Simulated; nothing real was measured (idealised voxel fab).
Module name: voxel double patterning (process module)
It is cross-section cut that appears here, measuring 260 nm in width, its square cells being 5 nm in size.
Square cells in a grid make up a cross-section in this document, and the grid is given as bands, listed from the top down, each one or more rows of cells. Band: top height; bottom height; in nm. Then, left to right: material with width in nm, for each material. "all across": a single material spanning edge to edge. "empty": empty space. Height datum 0, below which the as-received substrate wafer is one material. Lowest band open at the bottom, running downward: "0 and below". With a width like "30..40", each row of cells in the band differs from the next by the same amount, the top row carrying the first number and the bottom row the second. A step reported as "nothing different" is a step in which no cell of the cross-section changed. Listed in "Non-vented voids": every empty space of 8 or more cells without an open way to the top. Form: width x height at distance, the distance being from the left edge, all in nm. Post-settings text on a step line: simulator's own remark regarding the step. overlay nm: on a step with a mask, how far right of its planned place the mask lay; negative means left.

### The steps planned for the process are as follows
1: RECEIVE (material Si)
2: CONFORMAL_DEP (material SiO2; thk nm 5)
3: DIRECTIONAL_DEP (material TiN; thk nm 15)
4: DIRECTIONAL_DEP (material SiCN; thk nm 10)
5: MASKED_ETCH (tone open; mask id FIRST; width nm 15; pitch nm 50; etch materials SiCN; depth nm 10; overlay nm 0)
6: MASKED_ETCH (tone open; mask id SECOND; width nm 15; pitch nm 50; etch materials SiCN; depth nm 10; overlay nm 0)
7: DIRECTIONAL_ETCH (etch materials TiN; depth nm 15)
8: STRIP (etch materials SiCN)

### Cross-sectional view of the wafer in its as-received condition, corresponding to the state after step 1
	0 and below = Si all across
	Non-vented voids: none

### first wafer at the end, as planned
	20 down to 5 = TiN 70 | empty 15 | TiN 10 | empty 15 | TiN 10 | empty 15 | TiN 10 | empty 15 | TiN 10 | empty 15 | TiN 75
	5 down to 0 = SiO2 all across
	0 and below = Si all across
	Non-vented voids: none

### Second wafer of the two, sectioned at the end of the module. It began like the first and followed the same plan, but one mistake was made while running it
	15 down to 0 = TiN 70 | empty 15 | TiN 10 | empty 15 | TiN 10 | empty 15 | TiN 10 | empty 15 | TiN 10 | empty 15 | TiN 75
	0 and below = Si all across
	Non-vented voids: none
What was the processing mistake? step 2 of the plan did not run at all; it was left out
The closing comparison, in cells, has the second wafer with more or fewer of some materials than the first: -52 SiO2
